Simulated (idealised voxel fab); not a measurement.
process module | voxel wiring stack
cross-section cut | 230 nm wide | cells 5 nm
A cross-section is a grid of square cells, given in bands from the top down. A band is one or more rows of cells.
Each band's line starts with the height of the band's top and of its bottom, in nm. Then come its materials from left to right, each with its width in nm. One material with "throughout" fills the band from edge to edge. "air" is empty space.
Height 0 is the level under which the wafer as received is all one material. The lowest band goes on downwards, as in "0 down".
A width such as "30 to 40" changes by the same amount from each row of cells to the next, from the band's top row to its bottom row.
"no change" after a step means that no cell of the cross-section changed.
closed voids: empty space of 8 cells or more with no open way to the top, each as width x height at its distance from the left edge, in nm
after a step's settings: what the simulator itself notes on the step
overlay nm, on a step with a mask: how far to the right of its planned place the mask lay; to the left if negative
plan
1 op RECEIVE | material Si
2 op CONFORMAL_DEP | material SiO2 | thk nm 15
3 op CONFORMAL_DEP | material SiCN | thk nm 5
4 op DIRECTIONAL_DEP | material SiO2 | thk nm 25
5 op DIRECTIONAL_DEP | material aC | thk nm 10
6 op PATTERN | tone open | mask id METAL_1 | material resist | width nm 25 | pitch nm 50 | thk nm 25 | overlay nm 0
7 op DIRECTIONAL_ETCH | etch materials aC | depth nm 10
8 op STRIP | etch materials resist
9 op DIRECTIONAL_ETCH | etch materials SiO2 | depth nm 25
10 op DIRECTIONAL_ETCH | etch materials SiCN | depth nm 5
11 op STRIP | etch materials aC
12 op CONFORMAL_DEP | material TiN | thk nm 5
13 op FILL_DEP | material W | thk nm 5
14 op CMP | height nm 45
15 op CONFORMAL_DEP | material SiCN | thk nm 5
16 op DIRECTIONAL_DEP | material lowk | thk nm 15
17 op DIRECTIONAL_DEP | material aC | thk nm 15
18 op PATTERN | tone open | mask id PLUG_1 | material resist | width nm 15 | pitch nm 100 | thk nm 35 | overlay nm 0
19 op DIRECTIONAL_ETCH | etch materials aC | depth nm 15
20 op STRIP | etch materials resist
21 op DIRECTIONAL_ETCH | etch materials lowk | depth nm 15
22 op DIRECTIONAL_ETCH | etch materials SiCN | depth nm 5
23 op STRIP | etch materials aC
24 op EPI | material Ru | thk nm 10
25 op EPI | material Ru | thk nm 10
26 op CONFORMAL_DEP | material SiN | thk nm 5
27 op DIRECTIONAL_DEP | material SiO2 | thk nm 20
28 op MASKED_ETCH | tone open | mask id METAL_2 | width nm 25 | pitch nm 50 | etch materials SiO2 | depth nm 20 | overlay nm 0
29 op MASKED_ETCH | tone open | mask id METAL_2 | width nm 25 | pitch nm 50 | etch materials SiN | depth nm 5 | overlay nm 0
30 op CONFORMAL_DEP | material TiN | thk nm 5
31 op FILL_DEP | material Cu | thk nm 10
32 op CMP | height nm 90
33 op CONFORMAL_DEP | material SiCN | thk nm 5
34 op DIRECTIONAL_DEP | material SiO2 | thk nm 10
35 op DIRECTIONAL_DEP | material aC | thk nm 15
36 op PATTERN | tone open | mask id PLUG_2 | material resist | width nm 15 | pitch nm 100 | thk nm 30 | overlay nm 0
37 op DIRECTIONAL_ETCH | etch materials aC | depth nm 15
38 op STRIP | etch materials resist
39 op DIRECTIONAL_ETCH | etch materials SiO2 | depth nm 10
40 op DIRECTIONAL_ETCH | etch materials SiCN | depth nm 5
41 op STRIP | etch materials aC
42 op CONFORMAL_DEP | material TiN | thk nm 5
43 op FILL_DEP | material Ru | thk nm 5
44 op CMP | height nm 105
45 op DIRECTIONAL_DEP | material TiN | thk nm 5
46 op DIRECTIONAL_DEP | material Ru | thk nm 25
47 op DIRECTIONAL_DEP | material aC | thk nm 10
48 op PATTERN | tone cover | mask id METAL_3 | material resist | width nm 25 | pitch nm 50 | thk nm 30 | overlay nm 0
49 op DIRECTIONAL_ETCH | etch materials aC | depth nm 10
50 op STRIP | etch materials resist
51 op DIRECTIONAL_ETCH | etch materials Ru | depth nm 25
52 op DIRECTIONAL_ETCH | etch materials TiN | depth nm 5
53 op STRIP | etch materials aC
54 op CONFORMAL_DEP | material SiCN | thk nm 5
55 op FILL_DEP | material SiO2 | thk nm 10
56 op CMP | height nm 135
57 op CONFORMAL_DEP | material SiCN | thk nm 5
58 op DIRECTIONAL_DEP | material lowk | thk nm 10
59 op PATTERN | tone open | mask id PLUG_3 | material resist | width nm 15 | pitch nm 100 | thk nm 20 | overlay nm 0
60 op DIRECTIONAL_ETCH | etch materials lowk | depth nm 10
61 op DIRECTIONAL_ETCH | etch materials SiCN | depth nm 5
62 op STRIP | etch materials resist
63 op CONFORMAL_DEP | material TiN | thk nm 5
64 op FILL_DEP | material Ru | thk nm 5
65 op CMP | height nm 150
66 op DIRECTIONAL_DEP | material TiN | thk nm 5
67 op DIRECTIONAL_DEP | material W | thk nm 20
68 op PATTERN | tone cover | mask id METAL_4 | material resist | width nm 25 | pitch nm 50 | thk nm 20 | overlay nm 0
69 op DIRECTIONAL_ETCH | etch materials W | depth nm 20
70 op DIRECTIONAL_ETCH | etch materials TiN | depth nm 5
71 op STRIP | etch materials resist
72 op FILL_DEP | material SiO2 | thk nm 5
73 op CMP | height nm 175
74 op CONFORMAL_DEP | material SiN | thk nm 5
as received, after step 1
  0 down: Si throughout
  closed voids: none
first wafer at the end, as planned
  180 to 175: SiN throughout
  175 to 155: SiO2 25 | W 25 | SiO2 25 | W 25 | SiO2 25 | W 25 | SiO2 25 | W 25 | SiO2 30
  155 to 150: SiO2 25 | TiN 25 | SiO2 25 | TiN 25 | SiO2 25 | TiN 25 | SiO2 25 | TiN 25 | SiO2 30
  150 to 140: lowk 25 | TiN 5 | Ru 5 | TiN 5 | lowk 85 | TiN 5 | Ru 5 | TiN 5 | lowk 90
  140 to 135: SiCN 25 | TiN 15 | SiCN 85 | TiN 15 | SiCN 90
  135 to 110: SiO2 20 | SiCN 5 | Ru 25 | SiCN 5 | SiO2 15 | SiCN 5 | Ru 25 | SiCN 5 | SiO2 15 | SiCN 5 | Ru 25 | SiCN 5 | SiO2 15 | SiCN 5 | Ru 25 | SiCN 5 | SiO2 25
  110 to 105: SiCN 25 | TiN 25 | SiCN 25 | TiN 25 | SiCN 25 | TiN 25 | SiCN 25 | TiN 25 | SiCN 30
  105 to 95: SiO2 25 | TiN 5 | Ru 5 | TiN 5 | SiO2 85 | TiN 5 | Ru 5 | TiN 5 | SiO2 90
  95 to 90: SiCN 25 | TiN 15 | SiCN 85 | TiN 15 | SiCN 90
  90 to 70: SiO2 25 | TiN 5 | Cu 15 | TiN 5 | SiO2 25 | TiN 5 | Cu 15 | TiN 5 | SiO2 25 | TiN 5 | Cu 15 | TiN 5 | SiO2 25 | TiN 5 | Cu 15 | TiN 5 | SiO2 30
  70 to 65: SiN 25 | TiN 25 | SiN 25 | TiN 25 | SiN 25 | TiN 25 | SiN 25 | TiN 25 | SiN 30
  65 to 50: lowk 25 | Ru 15 | lowk 85 | Ru 15 | lowk 90
  50 to 45: SiCN 25 | Ru 15 | SiCN 85 | Ru 15 | SiCN 90
  45 to 20: SiO2 25 | TiN 5 | W 15 | TiN 5 | SiO2 25 | TiN 5 | W 15 | TiN 5 | SiO2 25 | TiN 5 | W 15 | TiN 5 | SiO2 25 | TiN 5 | W 15 | TiN 5 | SiO2 30
  20 to 15: SiCN 25 | TiN 25 | SiCN 25 | TiN 25 | SiCN 25 | TiN 25 | SiCN 25 | TiN 25 | SiCN 30
  15 to 0: SiO2 throughout
  0 down: Si throughout
  closed voids: none
second wafer at the end: like start, like plan, one mistake
  180 to 175: SiN throughout
  175 to 155: SiO2 25 | W 25 | SiO2 25 | W 25 | SiO2 25 | W 25 | SiO2 25 | W 25 | SiO2 30
  155 to 150: SiO2 25 | TiN 25 | SiO2 25 | TiN 25 | SiO2 25 | TiN 25 | SiO2 25 | TiN 25 | SiO2 30
  150 to 140: lowk 25 | TiN 5 | Ru 5 | TiN 5 | lowk 85 | TiN 5 | Ru 5 | TiN 5 | lowk 90
  140 to 135: SiCN 25 | TiN 15 | SiCN 85 | TiN 15 | SiCN 90
  135 to 110: SiO2 20 | SiCN 5 | Ru 25 | SiCN 5 | SiO2 15 | SiCN 5 | Ru 25 | SiCN 5 | SiO2 15 | SiCN 5 | Ru 25 | SiCN 5 | SiO2 15 | SiCN 5 | Ru 25 | SiCN 5 | SiO2 25
  110 to 105: SiCN 25 | TiN 25 | SiCN 25 | TiN 25 | SiCN 25 | TiN 25 | SiCN 25 | TiN 25 | SiCN 30
  105 to 95: SiO2 25 | TiN 5 | Ru 5 | TiN 5 | SiO2 85 | TiN 5 | Ru 5 | TiN 5 | SiO2 90
  95 to 90: SiCN 25 | TiN 15 | SiCN 85 | TiN 15 | SiCN 90
  90 to 80: SiO2 25 | TiN 5 | Cu 15 | TiN 5 | SiO2 25 | TiN 5 | Cu 15 | TiN 5 | SiO2 25 | TiN 5 | Cu 15 | TiN 5 | SiO2 25 | TiN 5 | Cu 15 | TiN 5 | SiO2 30
  80 to 75: SiO2 10 | SiN 15 | TiN 25 | SiN 5 | SiO2 20 | TiN 5 | Cu 15 | TiN 5 | SiO2 10 | SiN 15 | TiN 25 | SiN 5 | SiO2 20 | TiN 5 | Cu 15 | TiN 5 | SiO2 30
  75 to 70: SiO2 10 | SiN 5 | Ru 35 | SiN 5 | SiO2 20 | TiN 5 | Cu 15 | TiN 5 | SiO2 10 | SiN 5 | Ru 35 | SiN 5 | SiO2 20 | TiN 5 | Cu 15 | TiN 5 | SiO2 30
  70 to 65: SiN 15 | Ru 35 | SiN 25 | TiN 25 | SiN 15 | Ru 35 | SiN 25 | TiN 25 | SiN 30
  65 to 50: lowk 25 | Ru 15 | lowk 85 | Ru 15 | lowk 90
  50 to 45: SiCN 25 | Ru 15 | SiCN 85 | Ru 15 | SiCN 90
  45 to 20: SiO2 25 | TiN 5 | W 15 | TiN 5 | SiO2 25 | TiN 5 | W 15 | TiN 5 | SiO2 25 | TiN 5 | W 15 | TiN 5 | SiO2 25 | TiN 5 | W 15 | TiN 5 | SiO2 30
  20 to 15: SiCN 25 | TiN 25 | SiCN 25 | TiN 25 | SiCN 25 | TiN 25 | SiCN 25 | TiN 25 | SiCN 30
  15 to 0: SiO2 throughout
  0 down: Si throughout
  closed voids: none
what went wrong: one of the steps 24 and 25, which are alike, was run twice
at the end the second wafer has, in cells: 12 fewer of Cu | 28 more of Ru | 8 more of SiN | 16 fewer of SiO2 | 8 fewer of TiN
